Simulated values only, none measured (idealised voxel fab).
You're looking at the process module voxel released beams.
The cross-section shown here is cut; it is 220 nm wide and divided into square cells measuring 5 nm on a side.
A cross-section in this document is a grid of square cells, and it is written down as bands, the top band listed before the ones below it; a band is made up of one or more rows of cells.
Read a band's entry like this: the first values are the height of its top and the height of its bottom in nm, and what follows is the sequence of materials from left to right, each with its width in nm. Note that "blank" is empty space, and that a single material marked "throughout" reaches across the band from edge to edge.
A quick word on heights: they are counted from 0, and under that level the wafer as it came to us is one material throughout. The lowest band is different from the rest in having no bottom; it simply continues downward, written as in "top 0, no bottom".
A two-number width, for instance "30->40", indicates that the width is equal to the first number in the top row of the band and to the second number in the bottom row, and that it changes by a constant amount per row of cells.
Where a step carries "nothing different", the cross-section came out of it unchanged, cell for cell.
This entry, "Sealed void inventory", enumerates those empty regions of no fewer than 8 cells that possess no open connection to the top. Each region is reported in the form width x height at distance, the distance being taken from the left edge, with all three quantities expressed in nm.
On a step's line, text after the settings is the simulator commenting on that step.
overlay nm, on a step with a mask: how far to the right of its planned place the mask lay; to the left if negative

**The steps planned for the process are as follows**
1,RECEIVE [material Si]
2,CONFORMAL_DEP [material SiN] [thk nm 5]
3,DIRECTIONAL_DEP [material SiO2] [thk nm 20]
4,PATTERN [tone open] [mask id ANCHOR] [material resist] [width nm 30] [thk nm 15] [overlay nm 0]
5,DIRECTIONAL_ETCH [etch materials SiO2] [depth nm 20]
6,STRIP [etch materials resist]
7,CONFORMAL_DEP [material polySi] [thk nm 10]
8,PATTERN [tone cover] [mask id BEAM] [material resist] [width nm 95] [thk nm 15] [overlay nm 0]
9,DIRECTIONAL_ETCH [etch materials polySi] [depth nm 10]
10,STRIP [etch materials resist]
11,STRIP [etch materials SiO2]

**First wafer out of two, processed as planned**

**Incoming wafer, cross-sectional view, post step 1**
	top 0, no bottom = Si throughout
	Sealed void inventory: none

**Step 2 done - wafer cross-section**
	top 5, bottom 0 = SiN throughout
	Whatever lies below 0 is exactly as it was before.

**Step 3 done - wafer cross-section**
	top 25, bottom 5 = SiO2 throughout
	Whatever lies below 5 is exactly as it was before.

**Step 4 done - wafer cross-section**
	top 40, bottom 25 = 65 nm resist, 30 nm blank, 125 nm resist
	Whatever lies below 25 is exactly as it was before.

**Step 5 done - wafer cross-section**
	top 40, bottom 25 = 65 nm resist, 30 nm blank, 125 nm resist
	top 25, bottom 5 = 65 nm SiO2, 30 nm blank, 125 nm SiO2
	Whatever lies below 5 is exactly as it was before.

**Step 6 done - wafer cross-section**
	top 25, bottom 5 = 65 nm SiO2, 30 nm blank, 125 nm SiO2
	Whatever lies below 5 is exactly as it was before.

**Step 7 done - wafer cross-section**
	top 35, bottom 25 = 75 nm polySi, 10 nm blank, 135 nm polySi
	top 25, bottom 15 = 65 nm SiO2, 10 nm polySi, 10 nm blank, 10 nm polySi, 125 nm SiO2
	top 15, bottom 5 = 65 nm SiO2, 30 nm polySi, 125 nm SiO2
	Whatever lies below 5 is exactly as it was before.

**Step 8 done - wafer cross-section**
	top 50, bottom 35 = 60 nm blank, 95 nm resist, 65 nm blank
	top 35, bottom 25 = 75 nm polySi, 10 nm resist, 135 nm polySi
	top 25, bottom 15 = 65 nm SiO2, 10 nm polySi, 10 nm resist, 10 nm polySi, 125 nm SiO2
	Whatever lies below 15 is exactly as it was before.

**Step 9 done - wafer cross-section**
	top 50, bottom 35 = 60 nm blank, 95 nm resist, 65 nm blank
	top 35, bottom 25 = 60 nm blank, 15 nm polySi, 10 nm resist, 70 nm polySi, 65 nm blank
	Whatever lies below 25 is exactly as it was before.

**Step 10 done - wafer cross-section**
	top 35, bottom 25 = 60 nm blank, 15 nm polySi, 10 nm blank, 70 nm polySi, 65 nm blank
	top 25, bottom 15 = 65 nm SiO2, 10 nm polySi, 10 nm blank, 10 nm polySi, 125 nm SiO2
	Whatever lies below 15 is exactly as it was before.

**Step 11 done - wafer cross-section**
	top 35, bottom 25 = 60 nm blank, 15 nm polySi, 10 nm blank, 70 nm polySi, 65 nm blank
	top 25, bottom 15 = 65 nm blank, 10 nm polySi, 10 nm blank, 10 nm polySi, 125 nm blank
	top 15, bottom 5 = 65 nm blank, 30 nm polySi, 125 nm blank
	Whatever lies below 5 is exactly as it was before.

**Wafer two. Identical start, identical plan. One mistake in execution. Identical history through step 3**

**Second wafer, cross-section, planned end of step 4**
	top 40, bottom 25 = 75 nm resist, 30 nm blank, 115 nm resist
	Whatever lies below 25 is exactly as it was before.

**Second wafer, cross-section, planned end of step 5**
	top 40, bottom 25 = 75 nm resist, 30 nm blank, 115 nm resist
	top 25, bottom 5 = 75 nm SiO2, 30 nm blank, 115 nm SiO2
	Whatever lies below 5 is exactly as it was before.

**Second wafer, cross-section, planned end of step 6**
	top 25, bottom 5 = 75 nm SiO2, 30 nm blank, 115 nm SiO2
	Whatever lies below 5 is exactly as it was before.

**Second wafer, cross-section, planned end of step 7**
	top 35, bottom 25 = 85 nm polySi, 10 nm blank, 125 nm polySi
	top 25, bottom 15 = 75 nm SiO2, 10 nm polySi, 10 nm blank, 10 nm polySi, 115 nm SiO2
	top 15, bottom 5 = 75 nm SiO2, 30 nm polySi, 115 nm SiO2
	Whatever lies below 5 is exactly as it was before.

**Second wafer, cross-section, planned end of step 8**
	top 50, bottom 35 = 60 nm blank, 95 nm resist, 65 nm blank
	top 35, bottom 25 = 85 nm polySi, 10 nm resist, 125 nm polySi
	top 25, bottom 15 = 75 nm SiO2, 10 nm polySi, 10 nm resist, 10 nm polySi, 115 nm SiO2
	Whatever lies below 15 is exactly as it was before.

**Second wafer, cross-section, planned end of step 9**
	top 50, bottom 35 = 60 nm blank, 95 nm resist, 65 nm blank
	top 35, bottom 25 = 60 nm blank, 25 nm polySi, 10 nm resist, 60 nm polySi, 65 nm blank
	Whatever lies below 25 is exactly as it was before.

**Second wafer, cross-section, planned end of step 10**
	top 35, bottom 25 = 60 nm blank, 25 nm polySi, 10 nm blank, 60 nm polySi, 65 nm blank
	top 25, bottom 15 = 75 nm SiO2, 10 nm polySi, 10 nm blank, 10 nm polySi, 115 nm SiO2
	Whatever lies below 15 is exactly as it was before.

**Second wafer, cross-section, planned end of step 11**
	top 35, bottom 25 = 60 nm blank, 25 nm polySi, 10 nm blank, 60 nm polySi, 65 nm blank
	top 25, bottom 15 = 75 nm blank, 10 nm polySi, 10 nm blank, 10 nm polySi, 115 nm blank
	top 15, bottom 5 = 75 nm blank, 30 nm polySi, 115 nm blank
	Whatever lies below 5 is exactly as it was before.
The mistake made against the process plan was this: step 4: run off-plan, actual operation and settings PATTERN [tone open] [mask id ANCHOR] [material resist] [width nm 30] [thk nm 15] [overlay nm 10]
So at the finish, the second wafer's got exactly as many cells of each material as the first, just not in the same spots.
